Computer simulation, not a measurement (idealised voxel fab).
Title: Process Module voxel air gaps
For reference, the cross-section in this document is cut, with width 260 nm and square cells of 5 nm.
How to read a cross-section here: the picture is a grid of square cells, written as bands going from the top down, and any band can span one or more rows of cells. It is stipulated that each band's entry specify, in nanometres, the height of the top of the band and then that of its bottom, followed by the materials of the band in left-to-right sequence, each together with its width in nanometres. A single material marked by the word "all across" is understood to fill the band from edge to edge; the word "air" is understood to denote empty space. Note: height 0 marks the level under which the wafer is uniformly one material as received. Lowest band unbounded below, written "0 down". The two numbers in a width such as "30 to 40" mark its ends across the band: the first belongs to the top row of cells, the second to the bottom row, and from each row to the next the width moves by the same amount. For the purposes of this document, the phrase "no change occurred" attached to a step denotes that no cell within the cross-section was modified by that step. Basically, "Trapped voids" tells you about the enclosed voids: empty spaces with no open way to the top, 8 cells or bigger, each written width x height at distance, where distance is from the left edge, all in nm. Formally, on a step line, whatever follows the settings is a remark that the simulator itself makes on the step. overlay nm: mask right of planned place by this much (step with mask). Neg. = left.
These are the steps we planned for the process:
1,RECEIVE, material Si
2,CONFORMAL_DEP, material SiO2, thk nm 15
3,CONFORMAL_DEP, material SiCN, thk nm 5
4,DIRECTIONAL_DEP, material SiO2, thk nm 40
5,PATTERN, tone open, mask id LINES, material resist, width nm 20, pitch nm 45, thk nm 20, overlay nm 0
6,DIRECTIONAL_ETCH, etch materials SiO2, depth nm 40
7,STRIP, etch materials resist
8,CONFORMAL_DEP, material TiN, thk nm 5
9,FILL_DEP, material Ru, thk nm 5
10,CMP, height nm 60
11,EPI, material Ru, thk nm 10
12,SELECTIVE_ETCH, etch materials SiO2, depth nm 50
13,CONFORMAL_DEP, material SiCN, thk nm 5
As-received wafer cross-section (after step 1):
  0 down | Si all across
  Trapped voids: none
The plan above was carried out on the starting structure above with one mistake, and this cross-section shows the wafer at the end of the module:
  70 to 60 | 40 of air, then 40 of Ru, then 5 of air, then 40 of Ru, then 5 of air, then 40 of Ru, then 5 of air, then 40 of Ru, then 45 of air
  60 to 25 | 50 of air, then 5 of TiN, then 10 of Ru, then 5 of TiN, then 25 of air, then 5 of TiN, then 10 of Ru, then 5 of TiN, then 25 of air, then 5 of TiN, then 10 of Ru, then 5 of TiN, then 25 of air, then 5 of TiN, then 10 of Ru, then 5 of TiN, then 55 of air
  25 to 20 | 50 of air, then 20 of TiN, then 25 of air, then 20 of TiN, then 25 of air, then 20 of TiN, then 25 of air, then 20 of TiN, then 55 of air
  20 to 15 | SiCN all across
  15 to 0 | SiO2 all across
  0 down | Si all across
  Trapped voids: none
Where did the run depart from the plan? it should be noted that step 13 of the plan was omitted and was not performed
